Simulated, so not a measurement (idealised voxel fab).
Documented hereafter: the process module known as voxel self aligned contacts.
The width of the displayed cross-section, cut, is 160 nm; its cells are square, with a size of 5 nm.
A cross-section is a grid of square cells, given in bands from the top down. A band is one or more rows of cells. Heights first: top, then bottom, in nm. Then materials, left to right, each with a width in nm. "edge to edge" on a single material: fills the band edge to edge. "blank": empty space. Heads up on the height convention: 0 is the point under which the incoming wafer is all one material, and the lowest band has no bottom, it just keeps going down, like "0 -> down". With a width like "30->40", each row of cells in the band differs from the next by the same amount, the top row carrying the first number and the bottom row the second. "no change occurred" after a step means that no cell of the cross-section changed. Any empty space of 8 cells or more lacking an open way to the top shows up in "Completely enclosed voids" as width x height at distance, distance from the left edge, in nm. Read whatever lies past the settings on a step's line as the simulator's own remark about the step. overlay nm: mask right of planned place by this much (step with mask). Neg. = left.
Process steps foreseen in the plan:
1 RECEIVE with material Si
2 CONFORMAL_DEP with material SiO2, thk nm 5
3 DIRECTIONAL_DEP with material polySi, thk nm 20
4 DIRECTIONAL_DEP with material SiN, thk nm 20
5 MASKED_ETCH with tone cover, mask id GATE, width nm 30, pitch nm 75, etch materials SiN, depth nm 20, overlay nm 0
6 MASKED_ETCH with tone cover, mask id GATE, width nm 30, pitch nm 75, etch materials polySi, depth nm 20, overlay nm 0
7 CONFORMAL_DEP with material SiN, thk nm 10
8 DIRECTIONAL_ETCH with etch materials SiN, depth nm 10
9 FILL_DEP with material SiO2, thk nm 15
10 CMP with height nm 50
11 PATTERN with tone open, mask id CONTACT, material resist, width nm 55, thk nm 20, overlay nm 0
12 DIRECTIONAL_ETCH with etch materials SiO2, depth nm 50
13 STRIP with etch materials resist
14 CONFORMAL_DEP with material TiN, thk nm 5
15 FILL_DEP with material W, thk nm 10
16 CMP with height nm 50
17 CONFORMAL_DEP with material SiN, thk nm 5
Shown in cross-section is the wafer as received, that is, as it stands after step 1:
    0 -> down  Si edge to edge
    Completely enclosed voids: none
Here's the wafer cut in cross-section after the module, started and planned just like above, except one thing was done wrong in the run:
    55 -> 50  SiN edge to edge
    50 -> 40  SiO2 50 nm, TiN 5 nm, W 45 nm, TiN 5 nm, SiO2 55 nm
    40 -> 35  SiO2 50 nm, TiN 10 nm, W 35 nm, TiN 10 nm, SiO2 55 nm
    35 -> 25  SiO2 25 nm, SiN 30 nm, TiN 5 nm, W 35 nm, TiN 5 nm, SiN 30 nm, SiO2 30 nm
    25 -> 5  SiO2 25 nm, polySi 30 nm, TiN 5 nm, W 35 nm, TiN 5 nm, polySi 30 nm, SiO2 30 nm
    5 -> 0  SiO2 55 nm, TiN 45 nm, SiO2 60 nm
    0 -> down  Si edge to edge
    Completely enclosed voids: none
Run error: step 7 in the plan did not get run; it was skipped
